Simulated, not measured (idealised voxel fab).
The name of this process module is voxel lift off.
The width of the displayed cross-section, cut, is 280 nm; its cells are square, with a size of 5 nm.
When this document writes out a cross-section, it uses a grid of square cells and lists it as bands, beginning at the top and moving down, with a band standing for one or more rows of cells. Basically the band line says how high the top is and how high the bottom is, in nm, and then what's in it from left to right, every material with its width in nm. Empty space shows up as "air", and if a single material carries "edge to edge" it runs the full band edge to edge. Where do heights start? At 0: under that level the wafer as delivered is made of one material only. And the lowest band has no floor; it just carries on downward, as in "from 0 down". You'd read "30..40" like this: the band's top row of cells is as wide as the first number, its bottom row is as wide as the second, and going down, every row changes width by the same amount as the row before did. It should be understood that the words "same as before", when stated for a given step, signify that the cross-section underwent no change in any of its cells during that step. Under "Sealed-off cavities" you'll find the enclosed gaps, the ones with no way out to the top, that are 8 cells or bigger; each reads width x height at distance, with distance counted from the left edge, everything in nm. Post-settings text on a step line: simulator's own remark regarding the step. For masked steps, "overlay nm" on the step line gives how far right of plan the mask actually lay; a minus sign means it lay to the left.

Planned process steps:
1: RECEIVE | material Si
2: CONFORMAL_DEP | material SiN | thk nm 10
3: PATTERN | tone open | mask id LINES | material resist | width nm 30 | pitch nm 45 | thk nm 20 | overlay nm 0
4: DIRECTIONAL_DEP | material Ru | thk nm 10
5: STRIP | etch materials resist
6: CONFORMAL_DEP | material SiO2 | thk nm 10

Concerning the first of two wafers, which was run in accordance with the plan:

Received-state cross-section, reflecting completion of step 1:
- from 0 down  Si edge to edge
- Sealed-off cavities: none

After step 2, in cross-section:
- from 10 to 0  SiN edge to edge
- All layers under 0 are left as they were.

After step 3, in cross-section:
- from 30 to 10  55 nm resist, then 30 nm air, then 15 nm resist, then 30 nm air, then 15 nm resist, then 30 nm air, then 15 nm resist, then 30 nm air, then 60 nm resist
- All layers under 10 are left as they were.

After step 4, in cross-section:
- from 40 to 30  55 nm Ru, then 30 nm air, then 15 nm Ru, then 30 nm air, then 15 nm Ru, then 30 nm air, then 15 nm Ru, then 30 nm air, then 60 nm Ru
- from 30 to 20  55 nm resist, then 30 nm air, then 15 nm resist, then 30 nm air, then 15 nm resist, then 30 nm air, then 15 nm resist, then 30 nm air, then 60 nm resist
- from 20 to 10  55 nm resist, then 30 nm Ru, then 15 nm resist, then 30 nm Ru, then 15 nm resist, then 30 nm Ru, then 15 nm resist, then 30 nm Ru, then 60 nm resist
- All layers under 10 are left as they were.

After step 5, in cross-section:
- from 20 to 10  55 nm air, then 30 nm Ru, then 15 nm air, then 30 nm Ru, then 15 nm air, then 30 nm Ru, then 15 nm air, then 30 nm Ru, then 60 nm air
- All layers under 10 are left as they were.

After step 6, in cross-section:
- from 30 to 20  45 nm air, then 185 nm SiO2, then 50 nm air
- from 20 to 10  55 nm SiO2, then 30 nm Ru, then 15 nm SiO2, then 30 nm Ru, then 15 nm SiO2, then 30 nm Ru, then 15 nm SiO2, then 30 nm Ru, then 60 nm SiO2
- All layers under 10 are left as they were.

Second wafer, same starting state and plan as the first, one mistake in the run, identical through step 2:

Second wafer: cross-section at the scheduled end of step 3:
- from 30 to 10  60 nm resist, then 30 nm air, then 15 nm resist, then 30 nm air, then 15 nm resist, then 30 nm air, then 15 nm resist, then 30 nm air, then 55 nm resist
- All layers under 10 are left as they were.

Second wafer: cross-section at the scheduled end of step 4:
- from 40 to 30  60 nm Ru, then 30 nm air, then 15 nm Ru, then 30 nm air, then 15 nm Ru, then 30 nm air, then 15 nm Ru, then 30 nm air, then 55 nm Ru
- from 30 to 20  60 nm resist, then 30 nm air, then 15 nm resist, then 30 nm air, then 15 nm resist, then 30 nm air, then 15 nm resist, then 30 nm air, then 55 nm resist
- from 20 to 10  60 nm resist, then 30 nm Ru, then 15 nm resist, then 30 nm Ru, then 15 nm resist, then 30 nm Ru, then 15 nm resist, then 30 nm Ru, then 55 nm resist
- All layers under 10 are left as they were.

Second wafer: cross-section at the scheduled end of step 5:
- from 20 to 10  60 nm air, then 30 nm Ru, then 15 nm air, then 30 nm Ru, then 15 nm air, then 30 nm Ru, then 15 nm air, then 30 nm Ru, then 55 nm air
- All layers under 10 are left as they were.

Second wafer: cross-section at the scheduled end of step 6:
- from 30 to 20  50 nm air, then 185 nm SiO2, then 45 nm air
- from 20 to 10  60 nm SiO2, then 30 nm Ru, then 15 nm SiO2, then 30 nm Ru, then 15 nm SiO2, then 30 nm Ru, then 15 nm SiO2, then 30 nm Ru, then 55 nm SiO2
- All layers under 10 are left as they were.
Deviation from plan: step 3 changed vs plan, executed as PATTERN | tone open | mask id LINES | material resist | width nm 30 | pitch nm 45 | thk nm 20 | overlay nm 5
At the end, each material covers as many cells on the second wafer as it does on the first, though the cells it covers are elsewhere.
